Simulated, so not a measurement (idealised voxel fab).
process module | voxel trench capacitor
cross-section cut | 200 nm wide | cells 5 nm
A cross-section is a grid of square cells, given in bands from the top down. A band is one or more rows of cells.
Each band's line starts with the height of the band's top and of its bottom, in nm. Then come its materials from left to right, each with its width in nm. One material with "throughout" fills the band from edge to edge. "air" is empty space.
Height 0 is the level under which the wafer as received is all one material. The lowest band goes on downwards, as in "0 down".
A width such as "30 to 40" changes by the same amount from each row of cells to the next, from the band's top row to its bottom row.
"no change" after a step means that no cell of the cross-section changed.
closed voids: empty space of 8 cells or more with no open way to the top, each as width x height at its distance from the left edge, in nm
after a step's settings: what the simulator itself notes on the step
overlay nm, on a step with a mask: how far to the right of its planned place the mask lay; to the left if negative
plan
1 op RECEIVE | material Si
2 op CONFORMAL_DEP | material SiN | thk nm 5
3 op DIRECTIONAL_DEP | material aC | thk nm 10
4 op PATTERN | tone open | mask id TRENCH | material resist | width nm 25 | pitch nm 55 | thk nm 30 | overlay nm 0
5 op DIRECTIONAL_ETCH | etch materials aC | depth nm 10
6 op STRIP | etch materials resist
7 op DIRECTIONAL_ETCH | etch materials SiN | depth nm 5
8 op DIRECTIONAL_ETCH | etch materials Si | depth nm 35
9 op STRIP | etch materials aC
10 op CONFORMAL_DEP | material Al2O3 | thk nm 5
11 op FILL_DEP | material polySi | thk nm 5
12 op CMP | height nm 5
first wafer, as planned
as received, after step 1
  0 down: Si throughout
  closed voids: none
after step 2
  5 to 0: SiN throughout
  below 0: unchanged
after step 3
  15 to 5: aC throughout
  below 5: unchanged
after step 4
  45 to 15: resist 60 | air 25 | resist 30 | air 25 | resist 60
  below 15: unchanged
after step 5
  35 to 15: resist 60 | air 25 | resist 30 | air 25 | resist 60
  15 to 5: aC 60 | air 25 | aC 30 | air 25 | aC 60
  below 5: unchanged
after step 6
  15 to 5: aC 60 | air 25 | aC 30 | air 25 | aC 60
  below 5: unchanged
after step 7
  15 to 5: aC 60 | air 25 | aC 30 | air 25 | aC 60
  5 to 0: SiN 60 | air 25 | SiN 30 | air 25 | SiN 60
  below 0: unchanged
after step 8
  15 to 5: aC 60 | air 25 | aC 30 | air 25 | aC 60
  5 to 0: SiN 60 | air 25 | SiN 30 | air 25 | SiN 60
  0 to -35: Si 60 | air 25 | Si 30 | air 25 | Si 60
  below -35: unchanged
after step 9
  5 to 0: SiN 60 | air 25 | SiN 30 | air 25 | SiN 60
  below 0: unchanged
after step 10
  10 to 5: Al2O3 65 | air 15 | Al2O3 40 | air 15 | Al2O3 65
  5 to 0: SiN 60 | Al2O3 5 | air 15 | Al2O3 5 | SiN 30 | Al2O3 5 | air 15 | Al2O3 5 | SiN 60
  0 to -30: Si 60 | Al2O3 5 | air 15 | Al2O3 5 | Si 30 | Al2O3 5 | air 15 | Al2O3 5 | Si 60
  -30 to -35: Si 60 | Al2O3 25 | Si 30 | Al2O3 25 | Si 60
  below -35: unchanged
after step 11
  15 to 10: polySi throughout
  10 to 5: Al2O3 65 | polySi 15 | Al2O3 40 | polySi 15 | Al2O3 65
  5 to 0: SiN 60 | Al2O3 5 | polySi 15 | Al2O3 5 | SiN 30 | Al2O3 5 | polySi 15 | Al2O3 5 | SiN 60
  0 to -30: Si 60 | Al2O3 5 | polySi 15 | Al2O3 5 | Si 30 | Al2O3 5 | polySi 15 | Al2O3 5 | Si 60
  below -30: unchanged
after step 12
  5 to 0: SiN 60 | Al2O3 5 | polySi 15 | Al2O3 5 | SiN 30 | Al2O3 5 | polySi 15 | Al2O3 5 | SiN 60
  below 0: unchanged
second wafer: like start, like plan, one mistake. Through step 5 it matches the first wafer
when step 6 should have ended
  35 to 15: resist 60 | air 25 | resist 30 | air 25 | resist 60
  15 to 5: aC 60 | air 25 | aC 30 | air 25 | aC 60
  5 to 0: SiN 60 | air 25 | SiN 30 | air 25 | SiN 60
  below 0: unchanged
when step 7 should have ended
  15 to 5: aC 60 | air 25 | aC 30 | air 25 | aC 60
  below 5: unchanged
when step 8 should have ended
  15 to 5: aC 60 | air 25 | aC 30 | air 25 | aC 60
  5 to 0: SiN 60 | air 25 | SiN 30 | air 25 | SiN 60
  0 to -35: Si 60 | air 25 | Si 30 | air 25 | Si 60
  below -35: unchanged
when step 9 should have ended
  5 to 0: SiN 60 | air 25 | SiN 30 | air 25 | SiN 60
  below 0: unchanged
when step 10 should have ended
  10 to 5: Al2O3 65 | air 15 | Al2O3 40 | air 15 | Al2O3 65
  5 to 0: SiN 60 | Al2O3 5 | air 15 | Al2O3 5 | SiN 30 | Al2O3 5 | air 15 | Al2O3 5 | SiN 60
  0 to -30: Si 60 | Al2O3 5 | air 15 | Al2O3 5 | Si 30 | Al2O3 5 | air 15 | Al2O3 5 | Si 60
  -30 to -35: Si 60 | Al2O3 25 | Si 30 | Al2O3 25 | Si 60
  below -35: unchanged
when step 11 should have ended
  15 to 10: polySi throughout
  10 to 5: Al2O3 65 | polySi 15 | Al2O3 40 | polySi 15 | Al2O3 65
  5 to 0: SiN 60 | Al2O3 5 | polySi 15 | Al2O3 5 | SiN 30 | Al2O3 5 | polySi 15 | Al2O3 5 | SiN 60
  0 to -30: Si 60 | Al2O3 5 | polySi 15 | Al2O3 5 | Si 30 | Al2O3 5 | polySi 15 | Al2O3 5 | Si 60
  below -30: unchanged
when step 12 should have ended
  5 to 0: SiN 60 | Al2O3 5 | polySi 15 | Al2O3 5 | SiN 30 | Al2O3 5 | polySi 15 | Al2O3 5 | SiN 60
  below 0: unchanged
what went wrong: steps 6 and 7 were swapped
at the end the two cross-sections are the same: no effect in what this model computes
